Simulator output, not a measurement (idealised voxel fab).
process module | voxel transistor to metal
cross-section cut | 185 nm wide | cells 5 nm
A cross-section is a grid of square cells, given in bands from the top down. A band is one or more rows of cells.
Each band's line starts with the height of the band's top and of its bottom, in nm. Then come its materials from left to right, each with its width in nm. One material with "throughout" fills the band from edge to edge. "air" is empty space.
Height 0 is the level under which the wafer as received is all one material. The lowest band goes on downwards, as in "0 down".
A width such as "30 to 40" changes by the same amount from each row of cells to the next, from the band's top row to its bottom row.
"no change" after a step means that no cell of the cross-section changed.
closed voids: empty space of 8 cells or more with no open way to the top, each as width x height at its distance from the left edge, in nm
after a step's settings: what the simulator itself notes on the step
overlay nm, on a step with a mask: how far to the right of its planned place the mask lay; to the left if negative
plan
1 op RECEIVE | material Si
2 op CONFORMAL_DEP | material SiO2 | thk nm 5
3 op CONFORMAL_DEP | material SiN | thk nm 15
4 op PATTERN | tone cover | mask id ACTIVE | material resist | width nm 105 | thk nm 20 | overlay nm 0
5 op DIRECTIONAL_ETCH | etch materials SiN | depth nm 15
6 op DIRECTIONAL_ETCH | etch materials SiO2 | depth nm 5
7 op DIRECTIONAL_ETCH | etch materials Si | depth nm 30
8 op STRIP | etch materials resist
9 op FILL_DEP | material SiO2 | thk nm 5
10 op CMP | height nm 20
11 op SELECTIVE_ETCH | etch materials SiO2 | depth nm 5
12 op STRIP | etch materials SiN
13 op SELECTIVE_ETCH | etch materials SiO2 | depth nm 5
14 op OXIDIZE | depth nm 5
15 op DIRECTIONAL_DEP | material polySi | thk nm 30
16 op DIRECTIONAL_DEP | material SiCN | thk nm 10
17 op PATTERN | tone cover | mask id GATE | material resist | width nm 25 | thk nm 20 | overlay nm 0
18 op DIRECTIONAL_ETCH | etch materials SiCN | depth nm 20
19 op DIRECTIONAL_ETCH | etch materials polySi | depth nm 40
20 op STRIP | etch materials resist
21 op CONFORMAL_DEP | material SiN | thk nm 10
22 op DIRECTIONAL_ETCH | etch materials SiN | depth nm 10
23 op DIRECTIONAL_ETCH | etch materials SiO2 | depth nm 5
24 op DIRECTIONAL_ETCH | etch materials Si | depth nm 10
25 op EPI | material nSi | thk nm 10
26 op FILL_DEP | material SiO2 | thk nm 10
27 op CMP | height nm 40
28 op DIRECTIONAL_DEP | material SiO2 | thk nm 15
29 op PATTERN | tone open | mask id CONTACT | material resist | width nm 20 | pitch nm 75 | thk nm 15 | overlay nm 0
30 op DIRECTIONAL_ETCH | etch materials SiO2 | depth nm 60
31 op STRIP | etch materials resist
32 op CONFORMAL_DEP | material TiN | thk nm 5
33 op FILL_DEP | material Ru | thk nm 5
34 op CMP | height nm 55
35 op DIRECTIONAL_DEP | material TiN | thk nm 5
36 op DIRECTIONAL_DEP | material W | thk nm 20
37 op MASKED_ETCH | tone cover | mask id METAL_1 | width nm 20 | pitch nm 75 | etch materials W | depth nm 20 | overlay nm 0
38 op MASKED_ETCH | tone cover | mask id METAL_1 | width nm 20 | pitch nm 75 | etch materials TiN | depth nm 5 | overlay nm 0
39 op CONFORMAL_DEP | material SiCN | thk nm 5
40 op FILL_DEP | material SiO2 | thk nm 5
41 op CMP | height nm 80
42 op CONFORMAL_DEP | material SiCN | thk nm 5
first wafer, as planned
as received, after step 1
  0 down: Si throughout
  closed voids: none
after step 2
  5 to 0: SiO2 throughout
  below 0: unchanged
after step 3
  20 to 5: SiN throughout
  below 5: unchanged
after step 4
  40 to 20: air 40 | resist 105 | air 40
  below 20: unchanged
after step 5
  40 to 20: air 40 | resist 105 | air 40
  20 to 5: air 40 | SiN 105 | air 40
  below 5: unchanged
after step 6
  40 to 20: air 40 | resist 105 | air 40
  20 to 5: air 40 | SiN 105 | air 40
  5 to 0: air 40 | SiO2 105 | air 40
  below 0: unchanged
after step 7
  40 to 20: air 40 | resist 105 | air 40
  20 to 5: air 40 | SiN 105 | air 40
  5 to 0: air 40 | SiO2 105 | air 40
  0 to -30: air 40 | Si 105 | air 40
  below -30: unchanged
after step 8
  20 to 5: air 40 | SiN 105 | air 40
  below 5: unchanged
after step 9
  25 to 20: SiO2 throughout
  20 to 5: SiO2 40 | SiN 105 | SiO2 40
  5 to 0: SiO2 throughout
  0 to -30: SiO2 40 | Si 105 | SiO2 40
  below -30: unchanged
after step 10
  20 to 5: SiO2 40 | SiN 105 | SiO2 40
  below 5: unchanged
after step 11
  20 to 15: air 40 | SiN 105 | air 40
  below 15: unchanged
after step 12
  15 to 5: SiO2 40 | air 105 | SiO2 40
  below 5: unchanged
after step 13
  10 to 0: SiO2 35 | air 115 | SiO2 35
  below 0: unchanged
after step 14
  10 to 0: SiO2 35 | air 115 | SiO2 35
  0 to -5: SiO2 throughout
  below -5: unchanged
after step 15
  40 to 30: polySi 35 | air 115 | polySi 35
  30 to 10: polySi throughout
  10 to 0: SiO2 35 | polySi 115 | SiO2 35
  below 0: unchanged
after step 16
  50 to 40: SiCN 35 | air 115 | SiCN 35
  40 to 30: polySi 35 | SiCN 115 | polySi 35
  below 30: unchanged
after step 17
  70 to 50: air 80 | resist 25 | air 80
  50 to 40: SiCN 35 | air 45 | resist 25 | air 45 | SiCN 35
  below 40: unchanged
after step 18
  70 to 40: air 80 | resist 25 | air 80
  40 to 30: polySi 35 | air 45 | SiCN 25 | air 45 | polySi 35
  below 30: unchanged
after step 19
  70 to 40: air 80 | resist 25 | air 80
  40 to 30: air 80 | SiCN 25 | air 80
  30 to 10: air 80 | polySi 25 | air 80
  10 to 0: SiO2 35 | air 45 | polySi 25 | air 45 | SiO2 35
  below 0: unchanged
after step 20
  40 to 30: air 80 | SiCN 25 | air 80
  below 30: unchanged
after step 21
  50 to 40: air 70 | SiN 45 | air 70
  40 to 30: air 70 | SiN 10 | SiCN 25 | SiN 10 | air 70
  30 to 20: air 70 | SiN 10 | polySi 25 | SiN 10 | air 70
  20 to 10: SiN 45 | air 25 | SiN 10 | polySi 25 | SiN 10 | air 25 | SiN 45
  10 to 0: SiO2 35 | SiN 45 | polySi 25 | SiN 45 | SiO2 35
  below 0: unchanged
after step 22
  40 to 30: air 70 | SiN 10 | SiCN 25 | SiN 10 | air 70
  30 to 10: air 70 | SiN 10 | polySi 25 | SiN 10 | air 70
  10 to 0: SiO2 35 | SiN 10 | air 25 | SiN 10 | polySi 25 | SiN 10 | air 25 | SiN 10 | SiO2 35
  below 0: unchanged
after step 23
  40 to 30: air 70 | SiN 10 | SiCN 25 | SiN 10 | air 70
  30 to 10: air 70 | SiN 10 | polySi 25 | SiN 10 | air 70
  10 to 5: air 35 | SiN 10 | air 25 | SiN 10 | polySi 25 | SiN 10 | air 25 | SiN 10 | air 35
  5 to 0: SiO2 35 | SiN 10 | air 25 | SiN 10 | polySi 25 | SiN 10 | air 25 | SiN 10 | SiO2 35
  0 to -5: SiO2 45 | air 25 | SiO2 45 | air 25 | SiO2 45
  below -5: unchanged
after step 24
  40 to 30: air 70 | SiN 10 | SiCN 25 | SiN 10 | air 70
  30 to 10: air 70 | SiN 10 | polySi 25 | SiN 10 | air 70
  10 to 5: air 35 | SiN 10 | air 25 | SiN 10 | polySi 25 | SiN 10 | air 25 | SiN 10 | air 35
  5 to 0: SiO2 35 | SiN 10 | air 25 | SiN 10 | polySi 25 | SiN 10 | air 25 | SiN 10 | SiO2 35
  0 to -5: SiO2 45 | air 25 | SiO2 45 | air 25 | SiO2 45
  -5 to -15: SiO2 40 | Si 5 | air 25 | Si 45 | air 25 | Si 5 | SiO2 40
  below -15: unchanged
after step 25
  40 to 30: air 70 | SiN 10 | SiCN 25 | SiN 10 | air 70
  30 to 10: air 70 | SiN 10 | polySi 25 | SiN 10 | air 70
  10 to 5: air 35 | SiN 10 | air 25 | SiN 10 | polySi 25 | SiN 10 | air 25 | SiN 10 | air 35
  5 to 0: SiO2 35 | SiN 10 | nSi 10 | air 5 | nSi 10 | SiN 10 | polySi 25 | SiN 10 | nSi 10 | air 5 | nSi 10 | SiN 10 | SiO2 35
  0 to -5: SiO2 45 | nSi 10 | air 5 | nSi 10 | SiO2 45 | nSi 10 | air 5 | nSi 10 | SiO2 45
  -5 to -15: SiO2 40 | Si 5 | nSi 25 | Si 45 | nSi 25 | Si 5 | SiO2 40
  below -15: unchanged
after step 26
  50 to 40: SiO2 throughout
  40 to 30: SiO2 70 | SiN 10 | SiCN 25 | SiN 10 | SiO2 70
  30 to 10: SiO2 70 | SiN 10 | polySi 25 | SiN 10 | SiO2 70
  10 to 5: SiO2 35 | SiN 10 | SiO2 25 | SiN 10 | polySi 25 | SiN 10 | SiO2 25 | SiN 10 | SiO2 35
  5 to 0: SiO2 35 | SiN 10 | nSi 10 | SiO2 5 | nSi 10 | SiN 10 | polySi 25 | SiN 10 | nSi 10 | SiO2 5 | nSi 10 | SiN 10 | SiO2 35
  0 to -5: SiO2 45 | nSi 10 | SiO2 5 | nSi 10 | SiO2 45 | nSi 10 | SiO2 5 | nSi 10 | SiO2 45
  below -5: unchanged
after step 27
  40 to 30: SiO2 70 | SiN 10 | SiCN 25 | SiN 10 | SiO2 70
  below 30: unchanged
after step 28
  55 to 40: SiO2 throughout
  below 40: unchanged
after step 29
  70 to 55: resist 45 | air 20 | resist 55 | air 20 | resist 45
  below 55: unchanged
after step 30
  70 to 55: resist 45 | air 20 | resist 55 | air 20 | resist 45
  55 to 40: SiO2 45 | air 20 | SiO2 55 | air 20 | SiO2 45
  40 to 30: SiO2 45 | air 20 | SiO2 5 | SiN 10 | SiCN 25 | SiN 10 | SiO2 5 | air 20 | SiO2 45
  30 to 10: SiO2 45 | air 20 | SiO2 5 | SiN 10 | polySi 25 | SiN 10 | SiO2 5 | air 20 | SiO2 45
  10 to 5: SiO2 35 | SiN 10 | air 20 | SiO2 5 | SiN 10 | polySi 25 | SiN 10 | SiO2 5 | air 20 | SiN 10 | SiO2 35
  5 to 0: SiO2 35 | SiN 10 | nSi 10 | air 5 | nSi 10 | SiN 10 | polySi 25 | SiN 10 | nSi 10 | air 5 | nSi 10 | SiN 10 | SiO2 35
  0 to -5: SiO2 45 | nSi 10 | air 5 | nSi 10 | SiO2 45 | nSi 10 | air 5 | nSi 10 | SiO2 45
  below -5: unchanged
after step 31
  55 to 40: SiO2 45 | air 20 | SiO2 55 | air 20 | SiO2 45
  below 40: unchanged
after step 32
  60 to 55: TiN 50 | air 10 | TiN 65 | air 10 | TiN 50
  55 to 40: SiO2 45 | TiN 5 | air 10 | TiN 5 | SiO2 55 | TiN 5 | air 10 | TiN 5 | SiO2 45
  40 to 30: SiO2 45 | TiN 5 | air 10 | TiN 5 | SiO2 5 | SiN 10 | SiCN 25 | SiN 10 | SiO2 5 | TiN 5 | air 10 | TiN 5 | SiO2 45
  30 to 10: SiO2 45 | TiN 5 | air 10 | TiN 5 | SiO2 5 | SiN 10 | polySi 25 | SiN 10 | SiO2 5 | TiN 5 | air 10 | TiN 5 | SiO2 45
  10 to 5: SiO2 35 | SiN 10 | TiN 20 | SiO2 5 | SiN 10 | polySi 25 | SiN 10 | SiO2 5 | TiN 20 | SiN 10 | SiO2 35
  5 to 0: SiO2 35 | SiN 10 | nSi 10 | TiN 5 | nSi 10 | SiN 10 | polySi 25 | SiN 10 | nSi 10 | TiN 5 | nSi 10 | SiN 10 | SiO2 35
  0 to -5: SiO2 45 | nSi 10 | TiN 5 | nSi 10 | SiO2 45 | nSi 10 | TiN 5 | nSi 10 | SiO2 45
  below -5: unchanged
after step 33
  65 to 60: Ru throughout
  60 to 55: TiN 50 | Ru 10 | TiN 65 | Ru 10 | TiN 50
  55 to 40: SiO2 45 | TiN 5 | Ru 10 | TiN 5 | SiO2 55 | TiN 5 | Ru 10 | TiN 5 | SiO2 45
  40 to 30: SiO2 45 | TiN 5 | Ru 10 | TiN 5 | SiO2 5 | SiN 10 | SiCN 25 | SiN 10 | SiO2 5 | TiN 5 | Ru 10 | TiN 5 | SiO2 45
  30 to 10: SiO2 45 | TiN 5 | Ru 10 | TiN 5 | SiO2 5 | SiN 10 | polySi 25 | SiN 10 | SiO2 5 | TiN 5 | Ru 10 | TiN 5 | SiO2 45
  below 10: unchanged
after step 34
  55 to 40: SiO2 45 | TiN 5 | Ru 10 | TiN 5 | SiO2 55 | TiN 5 | Ru 10 | TiN 5 | SiO2 45
  below 40: unchanged
after step 35
  60 to 55: TiN throughout
  below 55: unchanged
after step 36
  80 to 60: W throughout
  below 60: unchanged
after step 37
  80 to 60: air 45 | W 20 | air 55 | W 20 | air 45
  below 60: unchanged
after step 38
  80 to 60: air 45 | W 20 | air 55 | W 20 | air 45
  60 to 55: air 45 | TiN 20 | air 55 | TiN 20 | air 45
  below 55: unchanged
after step 39
  85 to 80: air 40 | SiCN 30 | air 45 | SiCN 30 | air 40
  80 to 60: air 40 | SiCN 5 | W 20 | SiCN 5 | air 45 | SiCN 5 | W 20 | SiCN 5 | air 40
  60 to 55: SiCN 45 | TiN 20 | SiCN 55 | TiN 20 | SiCN 45
  below 55: unchanged
after step 40
  90 to 85: SiO2 throughout
  85 to 80: SiO2 40 | SiCN 30 | SiO2 45 | SiCN 30 | SiO2 40
  80 to 60: SiO2 40 | SiCN 5 | W 20 | SiCN 5 | SiO2 45 | SiCN 5 | W 20 | SiCN 5 | SiO2 40
  below 60: unchanged
after step 41
  80 to 60: SiO2 40 | SiCN 5 | W 20 | SiCN 5 | SiO2 45 | SiCN 5 | W 20 | SiCN 5 | SiO2 40
  below 60: unchanged
after step 42
  85 to 80: SiCN throughout
  below 80: unchanged
second wafer: like start, like plan, one mistake. Through step 36 it matches the first wafer
when step 37 should have ended
  80 to 60: air 40 | W 20 | air 55 | W 20 | air 50
  below 60: unchanged
when step 38 should have ended
  80 to 60: air 40 | W 20 | air 55 | W 20 | air 50
  60 to 55: air 40 | TiN 25 | air 50 | TiN 25 | air 45
  below 55: unchanged
when step 39 should have ended
  85 to 80: air 35 | SiCN 30 | air 45 | SiCN 30 | air 45
  80 to 65: air 35 | SiCN 5 | W 20 | SiCN 5 | air 45 | SiCN 5 | W 20 | SiCN 5 | air 45
  65 to 60: air 35 | SiCN 5 | W 20 | SiCN 10 | air 40 | SiCN 5 | W 20 | SiCN 10 | air 40
  60 to 55: SiCN 40 | TiN 25 | SiCN 50 | TiN 25 | SiCN 45
  below 55: unchanged
when step 40 should have ended
  90 to 85: SiO2 throughout
  85 to 80: SiO2 35 | SiCN 30 | SiO2 45 | SiCN 30 | SiO2 45
  80 to 65: SiO2 35 | SiCN 5 | W 20 | SiCN 5 | SiO2 45 | SiCN 5 | W 20 | SiCN 5 | SiO2 45
  65 to 60: SiO2 35 | SiCN 5 | W 20 | SiCN 10 | SiO2 40 | SiCN 5 | W 20 | SiCN 10 | SiO2 40
  below 60: unchanged
when step 41 should have ended
  80 to 65: SiO2 35 | SiCN 5 | W 20 | SiCN 5 | SiO2 45 | SiCN 5 | W 20 | SiCN 5 | SiO2 45
  below 65: unchanged
when step 42 should have ended
  85 to 80: SiCN throughout
  below 80: unchanged
what went wrong: step 37 ran as: op MASKED_ETCH | tone cover | mask id METAL_1 | width nm 20 | pitch nm 75 | etch materials W | depth nm 20 | overlay nm -5
at the end the second wafer has, in cells: 2 fewer of SiO2 | 2 more of TiN
